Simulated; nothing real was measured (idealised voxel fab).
Herein follows the process module entitled voxel transistor to metal.
155 nm wide, 5 nm square cells: that's cross-section cut.
Each cross-section below is a grid of square cells, stated as bands in top-down order, with one or more rows of cells making up each band. Band entry format. Leading values: height of top, height of bottom, nm. Remainder: materials in left-to-right order, each with its width in nm. Special words: "edge to edge" on a single material, which then fills the band edge to edge; "empty", empty space. Convention: height 0 is the level below which the wafer, as received, is all one material. The lowest band does not terminate at the bottom but continues downward, represented as "0 and below". You'd read "30 to 40" like this: the band's top row of cells is as wide as the first number, its bottom row is as wide as the second, and going down, every row changes width by the same amount as the row before did. A step reported as "nothing changed" is a step in which no cell of the cross-section changed. "Non-vented voids" means: voids of 8 cells or more that are shut off from the top with no open way through. Written width x height at distance, distance from the left edge, in nm. Step line, after settings: the simulator's comment on this step. You can add "overlay nm" to a step's line. For a step with a mask, it describes how far the mask lay to the right of its planned position, and a negative number describes a lay to the left.
[Below is the list of planned process steps]
1,RECEIVE (material Si)
2,CONFORMAL_DEP (material SiO2; thk nm 5)
3,CONFORMAL_DEP (material SiN; thk nm 15)
4,PATTERN (tone cover; mask id ACTIVE; material resist; width nm 105; thk nm 15; overlay nm 0)
5,DIRECTIONAL_ETCH (etch materials SiN; depth nm 15)
6,DIRECTIONAL_ETCH (etch materials SiO2; depth nm 5)
7,DIRECTIONAL_ETCH (etch materials Si; depth nm 20)
8,STRIP (etch materials resist)
9,OXIDIZE (depth nm 5)
10,FILL_DEP (material SiO2; thk nm 15)
11,CMP (height nm 20)
12,SELECTIVE_ETCH (etch materials SiO2; depth nm 15)
13,STRIP (etch materials SiN)
14,SELECTIVE_ETCH (etch materials SiO2; depth nm 5)
15,OXIDIZE (depth nm 5)
16,DIRECTIONAL_DEP (material polySi; thk nm 30)
17,DIRECTIONAL_DEP (material SiCN; thk nm 10)
18,DIRECTIONAL_DEP (material aC; thk nm 10)
19,PATTERN (tone cover; mask id GATE; material resist; width nm 25; thk nm 30; overlay nm 0)
20,DIRECTIONAL_ETCH (etch materials aC; depth nm 10)
21,STRIP (etch materials resist)
22,DIRECTIONAL_ETCH (etch materials SiCN; depth nm 20)
23,DIRECTIONAL_ETCH (etch materials polySi; depth nm 40)
24,STRIP (etch materials aC)
25,CONFORMAL_DEP (material SiO2; thk nm 5)
26,DIRECTIONAL_ETCH (etch materials SiO2; depth nm 5)
27,CONFORMAL_DEP (material SiN; thk nm 10)
28,DIRECTIONAL_ETCH (etch materials SiN; depth nm 10)
29,DIRECTIONAL_ETCH (etch materials SiO2; depth nm 5)
30,DIRECTIONAL_ETCH (etch materials Si; depth nm 15)
31,EPI (material nSi; thk nm 15)
32,FILL_DEP (material SiO2; thk nm 10)
33,CMP (height nm 40)
34,DIRECTIONAL_DEP (material SiO2; thk nm 15)
35,PATTERN (tone open; mask id CONTACT; material resist; width nm 30; pitch nm 65; thk nm 20; overlay nm 0)
36,DIRECTIONAL_ETCH (etch materials SiO2; depth nm 60)
37,STRIP (etch materials resist)
38,CONFORMAL_DEP (material TiN; thk nm 5)
39,FILL_DEP (material Ru; thk nm 5)
40,CMP (height nm 55)
41,CONFORMAL_DEP (material SiCN; thk nm 5)
42,DIRECTIONAL_DEP (material SiO2; thk nm 25)
43,MASKED_ETCH (tone open; mask id METAL_1; width nm 20; pitch nm 75; etch materials SiO2; depth nm 25; overlay nm 0)
44,MASKED_ETCH (tone open; mask id METAL_1; width nm 20; pitch nm 75; etch materials SiCN; depth nm 5; overlay nm 0)
45,CONFORMAL_DEP (material TiN; thk nm 5)
46,FILL_DEP (material Cu; thk nm 5)
47,CMP (height nm 85)
48,CONFORMAL_DEP (material SiN; thk nm 5)
[First wafer, two in total, run as planned]
[as received, after step 1]
0 and below | Si edge to edge
Non-vented voids: none
[Cross-section: wafer state after step 2]
5 down to 0 | SiO2 edge to edge
For the remainder of the cross-section, below 0, there is no change.
[Cross-section: wafer state after step 3]
20 down to 5 | SiN edge to edge
For the remainder of the cross-section, below 5, there is no change.
[Cross-section: wafer state after step 4]
35 down to 20 | 25 of empty / 105 of resist / 25 of empty
For the remainder of the cross-section, below 20, there is no change.
[Cross-section: wafer state after step 5]
35 down to 20 | 25 of empty / 105 of resist / 25 of empty
20 down to 5 | 25 of empty / 105 of SiN / 25 of empty
For the remainder of the cross-section, below 5, there is no change.
[Cross-section: wafer state after step 6]
35 down to 20 | 25 of empty / 105 of resist / 25 of empty
20 down to 5 | 25 of empty / 105 of SiN / 25 of empty
5 down to 0 | 25 of empty / 105 of SiO2 / 25 of empty
For the remainder of the cross-section, below 0, there is no change.
[Cross-section: wafer state after step 7]
35 down to 20 | 25 of empty / 105 of resist / 25 of empty
20 down to 5 | 25 of empty / 105 of SiN / 25 of empty
5 down to 0 | 25 of empty / 105 of SiO2 / 25 of empty
0 down to -20 | 25 of empty / 105 of Si / 25 of empty
For the remainder of the cross-section, below -20, there is no change.
[Cross-section: wafer state after step 8]
20 down to 5 | 25 of empty / 105 of SiN / 25 of empty
For the remainder of the cross-section, below 5, there is no change.
[Cross-section: wafer state after step 9]
20 down to 5 | 25 of empty / 105 of SiN / 25 of empty
5 down to 0 | 25 of empty / 105 of SiO2 / 25 of empty
0 down to -20 | 25 of empty / 5 of SiO2 / 95 of Si / 5 of SiO2 / 25 of empty
-20 down to -25 | 30 of SiO2 / 95 of Si / 30 of SiO2
For the remainder of the cross-section, below -25, there is no change.
[Cross-section: wafer state after step 10]
35 down to 20 | SiO2 edge to edge
20 down to 5 | 25 of SiO2 / 105 of SiN / 25 of SiO2
5 down to 0 | SiO2 edge to edge
0 down to -25 | 30 of SiO2 / 95 of Si / 30 of SiO2
For the remainder of the cross-section, below -25, there is no change.
[Cross-section: wafer state after step 11]
20 down to 5 | 25 of SiO2 / 105 of SiN / 25 of SiO2
For the remainder of the cross-section, below 5, there is no change.
[Cross-section: wafer state after step 12]
20 down to 5 | 25 of empty / 105 of SiN / 25 of empty
For the remainder of the cross-section, below 5, there is no change.
[Cross-section: wafer state after step 13]
5 down to 0 | SiO2 edge to edge
For the remainder of the cross-section, below 0, there is no change.
[Cross-section: wafer state after step 14]
0 down to -25 | 30 of SiO2 / 95 of Si / 30 of SiO2
For the remainder of the cross-section, below -25, there is no change.
[Cross-section: wafer state after step 15]
0 down to -5 | SiO2 edge to edge
For the remainder of the cross-section, below -5, there is no change.
[Cross-section: wafer state after step 16]
30 down to 0 | polySi edge to edge
For the remainder of the cross-section, below 0, there is no change.
[Cross-section: wafer state after step 17]
40 down to 30 | SiCN edge to edge
For the remainder of the cross-section, below 30, there is no change.
[Cross-section: wafer state after step 18]
50 down to 40 | aC edge to edge
For the remainder of the cross-section, below 40, there is no change.
[Cross-section: wafer state after step 19]
80 down to 50 | 65 of empty / 25 of resist / 65 of empty
For the remainder of the cross-section, below 50, there is no change.
[Cross-section: wafer state after step 20]
70 down to 50 | 65 of empty / 25 of resist / 65 of empty
50 down to 40 | 65 of empty / 25 of aC / 65 of empty
For the remainder of the cross-section, below 40, there is no change.
[Cross-section: wafer state after step 21]
50 down to 40 | 65 of empty / 25 of aC / 65 of empty
For the remainder of the cross-section, below 40, there is no change.
[Cross-section: wafer state after step 22]
50 down to 40 | 65 of empty / 25 of aC / 65 of empty
40 down to 30 | 65 of empty / 25 of SiCN / 65 of empty
For the remainder of the cross-section, below 30, there is no change.
[Cross-section: wafer state after step 23]
50 down to 40 | 65 of empty / 25 of aC / 65 of empty
40 down to 30 | 65 of empty / 25 of SiCN / 65 of empty
30 down to 0 | 65 of empty / 25 of polySi / 65 of empty
For the remainder of the cross-section, below 0, there is no change.
[Cross-section: wafer state after step 24]
40 down to 30 | 65 of empty / 25 of SiCN / 65 of empty
For the remainder of the cross-section, below 30, there is no change.
[Cross-section: wafer state after step 25]
45 down to 40 | 60 of empty / 35 of SiO2 / 60 of empty
40 down to 30 | 60 of empty / 5 of SiO2 / 25 of SiCN / 5 of SiO2 / 60 of empty
30 down to 5 | 60 of empty / 5 of SiO2 / 25 of polySi / 5 of SiO2 / 60 of empty
5 down to 0 | 65 of SiO2 / 25 of polySi / 65 of SiO2
For the remainder of the cross-section, below 0, there is no change.
[Cross-section: wafer state after step 26]
40 down to 30 | 60 of empty / 5 of SiO2 / 25 of SiCN / 5 of SiO2 / 60 of empty
30 down to 0 | 60 of empty / 5 of SiO2 / 25 of polySi / 5 of SiO2 / 60 of empty
For the remainder of the cross-section, below 0, there is no change.
[Cross-section: wafer state after step 27]
50 down to 40 | 50 of empty / 55 of SiN / 50 of empty
40 down to 30 | 50 of empty / 10 of SiN / 5 of SiO2 / 25 of SiCN / 5 of SiO2 / 10 of SiN / 50 of empty
30 down to 10 | 50 of empty / 10 of SiN / 5 of SiO2 / 25 of polySi / 5 of SiO2 / 10 of SiN / 50 of empty
10 down to 0 | 60 of SiN / 5 of SiO2 / 25 of polySi / 5 of SiO2 / 60 of SiN
For the remainder of the cross-section, below 0, there is no change.
[Cross-section: wafer state after step 28]
40 down to 30 | 50 of empty / 10 of SiN / 5 of SiO2 / 25 of SiCN / 5 of SiO2 / 10 of SiN / 50 of empty
30 down to 0 | 50 of empty / 10 of SiN / 5 of SiO2 / 25 of polySi / 5 of SiO2 / 10 of SiN / 50 of empty
For the remainder of the cross-section, below 0, there is no change.
[Cross-section: wafer state after step 29]
40 down to 35 | 50 of empty / 10 of SiN / 5 of empty / 25 of SiCN / 5 of empty / 10 of SiN / 50 of empty
35 down to 30 | 50 of empty / 10 of SiN / 5 of SiO2 / 25 of SiCN / 5 of SiO2 / 10 of SiN / 50 of empty
30 down to 0 | 50 of empty / 10 of SiN / 5 of SiO2 / 25 of polySi / 5 of SiO2 / 10 of SiN / 50 of empty
0 down to -5 | 50 of empty / 55 of SiO2 / 50 of empty
For the remainder of the cross-section, below -5, there is no change.
[Cross-section: wafer state after step 30]
40 down to 35 | 50 of empty / 10 of SiN / 5 of empty / 25 of SiCN / 5 of empty / 10 of SiN / 50 of empty
35 down to 30 | 50 of empty / 10 of SiN / 5 of SiO2 / 25 of SiCN / 5 of SiO2 / 10 of SiN / 50 of empty
30 down to 0 | 50 of empty / 10 of SiN / 5 of SiO2 / 25 of polySi / 5 of SiO2 / 10 of SiN / 50 of empty
0 down to -5 | 50 of empty / 55 of SiO2 / 50 of empty
-5 down to -20 | 30 of SiO2 / 20 of empty / 55 of Si / 20 of empty / 30 of SiO2
For the remainder of the cross-section, below -20, there is no change.
[Cross-section: wafer state after step 31]
40 down to 35 | 50 of empty / 10 of SiN / 5 of empty / 25 of SiCN / 5 of empty / 10 of SiN / 50 of empty
35 down to 30 | 50 of empty / 10 of SiN / 5 of SiO2 / 25 of SiCN / 5 of SiO2 / 10 of SiN / 50 of empty
30 down to 10 | 50 of empty / 10 of SiN / 5 of SiO2 / 25 of polySi / 5 of SiO2 / 10 of SiN / 50 of empty
10 down to 0 | 35 of empty / 15 of nSi / 10 of SiN / 5 of SiO2 / 25 of polySi / 5 of SiO2 / 10 of SiN / 15 of nSi / 35 of empty
0 down to -5 | 35 of empty / 15 of nSi / 55 of SiO2 / 15 of nSi / 35 of empty
-5 down to -20 | 30 of SiO2 / 20 of nSi / 55 of Si / 20 of nSi / 30 of SiO2
For the remainder of the cross-section, below -20, there is no change.
[Cross-section: wafer state after step 32]
50 down to 40 | SiO2 edge to edge
40 down to 30 | 50 of SiO2 / 10 of SiN / 5 of SiO2 / 25 of SiCN / 5 of SiO2 / 10 of SiN / 50 of SiO2
30 down to 10 | 50 of SiO2 / 10 of SiN / 5 of SiO2 / 25 of polySi / 5 of SiO2 / 10 of SiN / 50 of SiO2
10 down to 0 | 35 of SiO2 / 15 of nSi / 10 of SiN / 5 of SiO2 / 25 of polySi / 5 of SiO2 / 10 of SiN / 15 of nSi / 35 of SiO2
0 down to -5 | 35 of SiO2 / 15 of nSi / 55 of SiO2 / 15 of nSi / 35 of SiO2
For the remainder of the cross-section, below -5, there is no change.
[Cross-section: wafer state after step 33]
40 down to 30 | 50 of SiO2 / 10 of SiN / 5 of SiO2 / 25 of SiCN / 5 of SiO2 / 10 of SiN / 50 of SiO2
For the remainder of the cross-section, below 30, there is no change.
[Cross-section: wafer state after step 34]
55 down to 40 | SiO2 edge to edge
For the remainder of the cross-section, below 40, there is no change.
[Cross-section: wafer state after step 35]
75 down to 55 | 30 of resist / 30 of empty / 35 of resist / 30 of empty / 30 of resist
For the remainder of the cross-section, below 55, there is no change.
[Cross-section: wafer state after step 36]
75 down to 55 | 30 of resist / 30 of empty / 35 of resist / 30 of empty / 30 of resist
55 down to 40 | 30 of SiO2 / 30 of empty / 35 of SiO2 / 30 of empty / 30 of SiO2
40 down to 30 | 30 of SiO2 / 20 of empty / 10 of SiN / 5 of SiO2 / 25 of SiCN / 5 of SiO2 / 10 of SiN / 20 of empty / 30 of SiO2
30 down to 10 | 30 of SiO2 / 20 of empty / 10 of SiN / 5 of SiO2 / 25 of polySi / 5 of SiO2 / 10 of SiN / 20 of empty / 30 of SiO2
10 down to 0 | 30 of SiO2 / 5 of empty / 15 of nSi / 10 of SiN / 5 of SiO2 / 25 of polySi / 5 of SiO2 / 10 of SiN / 15 of nSi / 5 of empty / 30 of SiO2
0 down to -5 | 30 of SiO2 / 5 of empty / 15 of nSi / 55 of SiO2 / 15 of nSi / 5 of empty / 30 of SiO2
For the remainder of the cross-section, below -5, there is no change.
[Cross-section: wafer state after step 37]
55 down to 40 | 30 of SiO2 / 30 of empty / 35 of SiO2 / 30 of empty / 30 of SiO2
For the remainder of the cross-section, below 40, there is no change.
[Cross-section: wafer state after step 38]
60 down to 55 | 35 of TiN / 20 of empty / 45 of TiN / 20 of empty / 35 of TiN
55 down to 45 | 30 of SiO2 / 5 of TiN / 20 of empty / 5 of TiN / 35 of SiO2 / 5 of TiN / 20 of empty / 5 of TiN / 30 of SiO2
45 down to 40 | 30 of SiO2 / 5 of TiN / 10 of empty / 15 of TiN / 35 of SiO2 / 15 of TiN / 10 of empty / 5 of TiN / 30 of SiO2
40 down to 30 | 30 of SiO2 / 5 of TiN / 10 of empty / 5 of TiN / 10 of SiN / 5 of SiO2 / 25 of SiCN / 5 of SiO2 / 10 of SiN / 5 of TiN / 10 of empty / 5 of TiN / 30 of SiO2
30 down to 15 | 30 of SiO2 / 5 of TiN / 10 of empty / 5 of TiN / 10 of SiN / 5 of SiO2 / 25 of polySi / 5 of SiO2 / 10 of SiN / 5 of TiN / 10 of empty / 5 of TiN / 30 of SiO2
15 down to 10 | 30 of SiO2 / 20 of TiN / 10 of SiN / 5 of SiO2 / 25 of polySi / 5 of SiO2 / 10 of SiN / 20 of TiN / 30 of SiO2
10 down to 0 | 30 of SiO2 / 5 of TiN / 15 of nSi / 10 of SiN / 5 of SiO2 / 25 of polySi / 5 of SiO2 / 10 of SiN / 15 of nSi / 5 of TiN / 30 of SiO2
0 down to -5 | 30 of SiO2 / 5 of TiN / 15 of nSi / 55 of SiO2 / 15 of nSi / 5 of TiN / 30 of SiO2
For the remainder of the cross-section, below -5, there is no change.
[Cross-section: wafer state after step 39]
65 down to 60 | Ru edge to edge
60 down to 55 | 35 of TiN / 20 of Ru / 45 of TiN / 20 of Ru / 35 of TiN
55 down to 45 | 30 of SiO2 / 5 of TiN / 20 of Ru / 5 of TiN / 35 of SiO2 / 5 of TiN / 20 of Ru / 5 of TiN / 30 of SiO2
45 down to 40 | 30 of SiO2 / 5 of TiN / 10 of Ru / 15 of TiN / 35 of SiO2 / 15 of TiN / 10 of Ru / 5 of TiN / 30 of SiO2
40 down to 30 | 30 of SiO2 / 5 of TiN / 10 of Ru / 5 of TiN / 10 of SiN / 5 of SiO2 / 25 of SiCN / 5 of SiO2 / 10 of SiN / 5 of TiN / 10 of Ru / 5 of TiN / 30 of SiO2
30 down to 15 | 30 of SiO2 / 5 of TiN / 10 of Ru / 5 of TiN / 10 of SiN / 5 of SiO2 / 25 of polySi / 5 of SiO2 / 10 of SiN / 5 of TiN / 10 of Ru / 5 of TiN / 30 of SiO2
For the remainder of the cross-section, below 15, there is no change.
[Cross-section: wafer state after step 40]
55 down to 45 | 30 of SiO2 / 5 of TiN / 20 of Ru / 5 of TiN / 35 of SiO2 / 5 of TiN / 20 of Ru / 5 of TiN / 30 of SiO2
For the remainder of the cross-section, below 45, there is no change.
[Cross-section: wafer state after step 41]
60 down to 55 | SiCN edge to edge
For the remainder of the cross-section, below 55, there is no change.
[Cross-section: wafer state after step 42]
85 down to 60 | SiO2 edge to edge
For the remainder of the cross-section, below 60, there is no change.
[Cross-section: wafer state after step 43]
85 down to 60 | 30 of SiO2 / 20 of empty / 55 of SiO2 / 20 of empty / 30 of SiO2
For the remainder of the cross-section, below 60, there is no change.
[Cross-section: wafer state after step 44]
85 down to 60 | 30 of SiO2 / 20 of empty / 55 of SiO2 / 20 of empty / 30 of SiO2
60 down to 55 | 30 of SiCN / 20 of empty / 55 of SiCN / 20 of empty / 30 of SiCN
For the remainder of the cross-section, below 55, there is no change.
[Cross-section: wafer state after step 45]
90 down to 85 | 35 of TiN / 10 of empty / 65 of TiN / 10 of empty / 35 of TiN
85 down to 60 | 30 of SiO2 / 5 of TiN / 10 of empty / 5 of TiN / 55 of SiO2 / 5 of TiN / 10 of empty / 5 of TiN / 30 of SiO2
60 down to 55 | 30 of SiCN / 20 of TiN / 55 of SiCN / 20 of TiN / 30 of SiCN
For the remainder of the cross-section, below 55, there is no change.
[Cross-section: wafer state after step 46]
95 down to 90 | Cu edge to edge
90 down to 85 | 35 of TiN / 10 of Cu / 65 of TiN / 10 of Cu / 35 of TiN
85 down to 60 | 30 of SiO2 / 5 of TiN / 10 of Cu / 5 of TiN / 55 of SiO2 / 5 of TiN / 10 of Cu / 5 of TiN / 30 of SiO2
For the remainder of the cross-section, below 60, there is no change.
[Cross-section: wafer state after step 47]
85 down to 60 | 30 of SiO2 / 5 of TiN / 10 of Cu / 5 of TiN / 55 of SiO2 / 5 of TiN / 10 of Cu / 5 of TiN / 30 of SiO2
For the remainder of the cross-section, below 60, there is no change.
[Cross-section: wafer state after step 48]
90 down to 85 | SiN edge to edge
For the remainder of the cross-section, below 85, there is no change.
[Second wafer - shared start and plan with the first - one error in running - same as the first up to step 42 inclusive]
[Second wafer: cross-section at the scheduled end of step 43]
85 down to 60 | 30 of empty / 20 of SiO2 / 55 of empty / 20 of SiO2 / 30 of empty
For the remainder of the cross-section, below 60, there is no change.
Second wafer: cross-section at the scheduled end of step 44: nothing changed
[Second wafer: cross-section at the scheduled end of step 45]
90 down to 85 | 25 of empty / 30 of TiN / 45 of empty / 30 of TiN / 25 of empty
85 down to 65 | 25 of empty / 5 of TiN / 20 of SiO2 / 5 of TiN / 45 of empty / 5 of TiN / 20 of SiO2 / 5 of TiN / 25 of empty
65 down to 60 | 30 of TiN / 20 of SiO2 / 55 of TiN / 20 of SiO2 / 30 of TiN
For the remainder of the cross-section, below 60, there is no change.
[Second wafer: cross-section at the scheduled end of step 46]
95 down to 90 | Cu edge to edge
90 down to 85 | 25 of Cu / 30 of TiN / 45 of Cu / 30 of TiN / 25 of Cu
85 down to 65 | 25 of Cu / 5 of TiN / 20 of SiO2 / 5 of TiN / 45 of Cu / 5 of TiN / 20 of SiO2 / 5 of TiN / 25 of Cu
For the remainder of the cross-section, below 65, there is no change.
[Second wafer: cross-section at the scheduled end of step 47]
85 down to 65 | 25 of Cu / 5 of TiN / 20 of SiO2 / 5 of TiN / 45 of Cu / 5 of TiN / 20 of SiO2 / 5 of TiN / 25 of Cu
For the remainder of the cross-section, below 65, there is no change.
[Second wafer: cross-section at the scheduled end of step 48]
90 down to 85 | SiN edge to edge
For the remainder of the cross-section, below 85, there is no change.
What went wrong in running the wafer? rather than as planned, step 43 actually ran as MASKED_ETCH (tone cover; mask id METAL_1; width nm 20; pitch nm 75; etch materials SiO2; depth nm 25; overlay nm 0)
Wrapping up, a cell-based count of both wafers puts the second over or under the first for these materials: 56 more of Cu | 8 more of SiCN | 75 fewer of SiO2 | 11 more of TiN
